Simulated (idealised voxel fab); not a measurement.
Proc. module: voxel transistor to metal
Square cells of 5 nm make up the cross-section cut, whose width is 175 nm.
Reading order for cross-sections: top band down to bottom band. Underlying form: a grid of square cells. Band size: one or more rows of cells. For a band, the entry starts with two heights in nm, that of the top and then that of the bottom, and carries on with the band's materials in order from left to right, each alongside its width in nm; the word "full width" beside a single material means it fills the band edge to edge, and "air" means empty space. Heights are measured from 0, the level below which the as-received wafer is all one material; the lowest band has no bottom and continues downward, written as in "0 nm and below". Per-row width for "30->40": begins at first number (top row of band), ends at second number (bottom row), increment between rows held constant. "remained the same" means the step left every cell of the cross-section as it was. So "Closed void roster" is basically the list of trapped voids: any empty space of 8 cells or more that can't reach the top through an opening. They're written width x height at distance, the distance being from the left edge, and it's all nm. Anything after a step's settings on that line? It's the simulator's own note about the step. overlay nm: step with mask; distance mask lay right of planned place; negative value = left of planned place.
[Here's what the planned process steps look like]
step 1: RECEIVE,material Si
step 2: OXIDIZE,depth nm 5
step 3: CONFORMAL_DEP,material SiN,thk nm 15
step 4: MASKED_ETCH,tone cover,mask id ACTIVE,width nm 125,etch materials SiN,depth nm 15,overlay nm 0
step 5: MASKED_ETCH,tone cover,mask id ACTIVE,width nm 125,etch materials SiO2,depth nm 5,overlay nm 0
step 6: MASKED_ETCH,tone cover,mask id ACTIVE,width nm 125,etch materials Si,depth nm 20,overlay nm 0
step 7: OXIDIZE,depth nm 5
step 8: FILL_DEP,material SiO2,thk nm 5
step 9: CMP,height nm 15
step 10: SELECTIVE_ETCH,etch materials SiO2,depth nm 10
step 11: STRIP,etch materials SiN
step 12: SELECTIVE_ETCH,etch materials SiO2,depth nm 5
step 13: OXIDIZE,depth nm 5
step 14: DIRECTIONAL_DEP,material polySi,thk nm 30
step 15: DIRECTIONAL_DEP,material SiCN,thk nm 15
step 16: MASKED_ETCH,tone cover,mask id GATE,width nm 25,etch materials SiCN,depth nm 25,overlay nm 0
step 17: MASKED_ETCH,tone cover,mask id GATE,width nm 25,etch materials polySi,depth nm 40,overlay nm 0
step 18: CONFORMAL_DEP,material SiN,thk nm 5
step 19: DIRECTIONAL_ETCH,etch materials SiN,depth nm 5
step 20: DIRECTIONAL_ETCH,etch materials SiO2,depth nm 5
step 21: DIRECTIONAL_ETCH,etch materials Si,depth nm 10
step 22: EPI,material nSi,thk nm 15
step 23: FILL_DEP,material SiO2,thk nm 5
step 24: CMP,height nm 25
step 25: STRIP,etch materials polySi
step 26: SELECTIVE_ETCH,etch materials SiO2,depth nm 5
step 27: CONFORMAL_DEP,material HfO2,thk nm 5
step 28: CONFORMAL_DEP,material TiN,thk nm 5
step 29: FILL_DEP,material W,thk nm 5
step 30: CMP,height nm 20
step 31: DIRECTIONAL_DEP,material SiO2,thk nm 15
step 32: DIRECTIONAL_DEP,material aC,thk nm 10
step 33: PATTERN,tone open,mask id CONTACT,material resist,width nm 20,pitch nm 85,thk nm 30,overlay nm 0
step 34: DIRECTIONAL_ETCH,etch materials aC,depth nm 10
step 35: STRIP,etch materials resist
step 36: DIRECTIONAL_ETCH,etch materials SiO2,depth nm 40
step 37: STRIP,etch materials aC
step 38: CONFORMAL_DEP,material TiN,thk nm 5
step 39: FILL_DEP,material W,thk nm 5
step 40: CMP,height nm 35
step 41: DIRECTIONAL_DEP,material TiN,thk nm 5
step 42: DIRECTIONAL_DEP,material Ru,thk nm 15
step 43: MASKED_ETCH,tone cover,mask id METAL_1,width nm 20,pitch nm 85,etch materials Ru,depth nm 15,overlay nm 0
step 44: MASKED_ETCH,tone cover,mask id METAL_1,width nm 20,pitch nm 85,etch materials TiN,depth nm 5,overlay nm 0
step 45: FILL_DEP,material SiO2,thk nm 10
step 46: CMP,height nm 55
step 47: CONFORMAL_DEP,material SiCN,thk nm 5
step 48: DIRECTIONAL_DEP,material SiO2,thk nm 25
step 49: MASKED_ETCH,tone open,mask id METAL_2_HOLES,width nm 15,pitch nm 85,etch materials SiO2,depth nm 25,overlay nm 0
step 50: DIRECTIONAL_DEP,material aC,thk nm 15
step 51: PATTERN,tone open,mask id METAL_2,material resist,width nm 20,pitch nm 85,thk nm 35,overlay nm 0
step 52: DIRECTIONAL_ETCH,etch materials aC,depth nm 15
step 53: STRIP,etch materials resist
step 54: DIRECTIONAL_ETCH,etch materials SiO2,depth nm 15
step 55: DIRECTIONAL_ETCH,etch materials SiCN,depth nm 5
step 56: STRIP,etch materials aC
step 57: CONFORMAL_DEP,material TiN,thk nm 5
step 58: FILL_DEP,material Ru,thk nm 5
step 59: CMP,height nm 85
step 60: CONFORMAL_DEP,material SiCN,thk nm 5
[Wafer cross-section on receipt, i.e. after step 1]
- 0 nm and below | Si full width
- Closed void roster: none
[Cross-section, first of two wafers, end of module, run as planned]
- 90 nm to 85 nm | SiCN full width
- 85 nm to 75 nm | 35 SiO2 | 5 TiN | 10 Ru | 5 TiN | 65 SiO2 | 5 TiN | 10 Ru | 5 TiN | 35 SiO2
- 75 nm to 70 nm | 35 SiO2 | 5 TiN | 5 Ru | 10 TiN | 65 SiO2 | 5 TiN | 5 Ru | 10 TiN | 35 SiO2
- 70 nm to 60 nm | 35 SiO2 | 5 TiN | 5 Ru | 5 TiN | 70 SiO2 | 5 TiN | 5 Ru | 5 TiN | 40 SiO2
- 60 nm to 55 nm | 35 SiCN | 15 TiN | 70 SiCN | 15 TiN | 40 SiCN
- 55 nm to 40 nm | 35 SiO2 | 20 Ru | 65 SiO2 | 20 Ru | 35 SiO2
- 40 nm to 35 nm | 35 SiO2 | 20 TiN | 65 SiO2 | 20 TiN | 35 SiO2
- 35 nm to 20 nm | 35 SiO2 | 5 TiN | 10 W | 5 TiN | 65 SiO2 | 5 TiN | 10 W | 5 TiN | 35 SiO2
- 20 nm to 5 nm | 35 SiO2 | 5 TiN | 10 W | 5 TiN | 15 SiO2 | 5 SiN | 5 HfO2 | 5 TiN | 5 W | 5 TiN | 5 HfO2 | 5 SiN | 15 SiO2 | 5 TiN | 10 W | 5 TiN | 35 SiO2
- 5 nm to 0 nm | 35 SiO2 | 5 TiN | 10 W | 5 TiN | 15 nSi | 5 SiN | 5 HfO2 | 5 TiN | 5 W | 5 TiN | 5 HfO2 | 5 SiN | 15 nSi | 5 TiN | 10 W | 5 TiN | 35 SiO2
- 0 nm to -5 nm | 20 SiO2 | 5 SiN | 10 SiO2 | 20 TiN | 15 nSi | 5 SiN | 5 HfO2 | 15 TiN | 5 HfO2 | 5 SiN | 15 nSi | 20 TiN | 10 SiO2 | 5 SiN | 20 SiO2
- -5 nm to -10 nm | 25 SiO2 | 45 nSi | 35 HfO2 | 45 nSi | 25 SiO2
- -10 nm to -20 nm | 30 SiO2 | 40 nSi | 35 Si | 40 nSi | 30 SiO2
- -20 nm to -30 nm | 30 SiO2 | 115 Si | 30 SiO2
- -30 nm and below | Si full width
- Closed void roster: none
[Second wafer through the module, sectioned at the end: same beginning and same plan as the first wafer, with one mistake in carrying it out]
- 90 nm to 85 nm | SiCN full width
- 85 nm to 75 nm | 35 SiO2 | 5 TiN | 10 Ru | 5 TiN | 65 SiO2 | 5 TiN | 10 Ru | 5 TiN | 35 SiO2
- 75 nm to 70 nm | 35 SiO2 | 5 TiN | 5 Ru | 10 TiN | 65 SiO2 | 5 TiN | 5 Ru | 10 TiN | 35 SiO2
- 70 nm to 60 nm | 35 SiO2 | 5 TiN | 5 Ru | 5 TiN | 70 SiO2 | 5 TiN | 5 Ru | 5 TiN | 40 SiO2
- 60 nm to 55 nm | 35 SiCN | 15 TiN | 70 SiCN | 15 TiN | 40 SiCN
- 55 nm to 40 nm | 35 SiO2 | 20 Ru | 65 SiO2 | 20 Ru | 35 SiO2
- 40 nm to 35 nm | 35 SiO2 | 20 TiN | 65 SiO2 | 20 TiN | 35 SiO2
- 35 nm to 20 nm | 35 SiO2 | 5 TiN | 10 W | 5 TiN | 65 SiO2 | 5 TiN | 10 W | 5 TiN | 35 SiO2
- 20 nm to 0 nm | 35 SiO2 | 5 TiN | 10 W | 5 TiN | 15 SiO2 | 5 SiN | 5 HfO2 | 5 TiN | 5 W | 5 TiN | 5 HfO2 | 5 SiN | 15 SiO2 | 5 TiN | 10 W | 5 TiN | 35 SiO2
- 0 nm to -5 nm | 20 SiO2 | 5 SiN | 10 SiO2 | 20 TiN | 15 SiO2 | 5 SiN | 5 HfO2 | 15 TiN | 5 HfO2 | 5 SiN | 15 SiO2 | 20 TiN | 10 SiO2 | 5 SiN | 20 SiO2
- -5 nm to -10 nm | 25 SiO2 | 45 nSi | 35 HfO2 | 45 nSi | 25 SiO2
- -10 nm to -30 nm | 30 SiO2 | 115 Si | 30 SiO2
- -30 nm and below | Si full width
- Closed void roster: none
what went wrong: steps 21 and 22 of the plan were each performed in the slot designated for the other
End of process, cell counts, second wafer against first, materials with more or fewer: Si +32; SiO2 +12; nSi -44
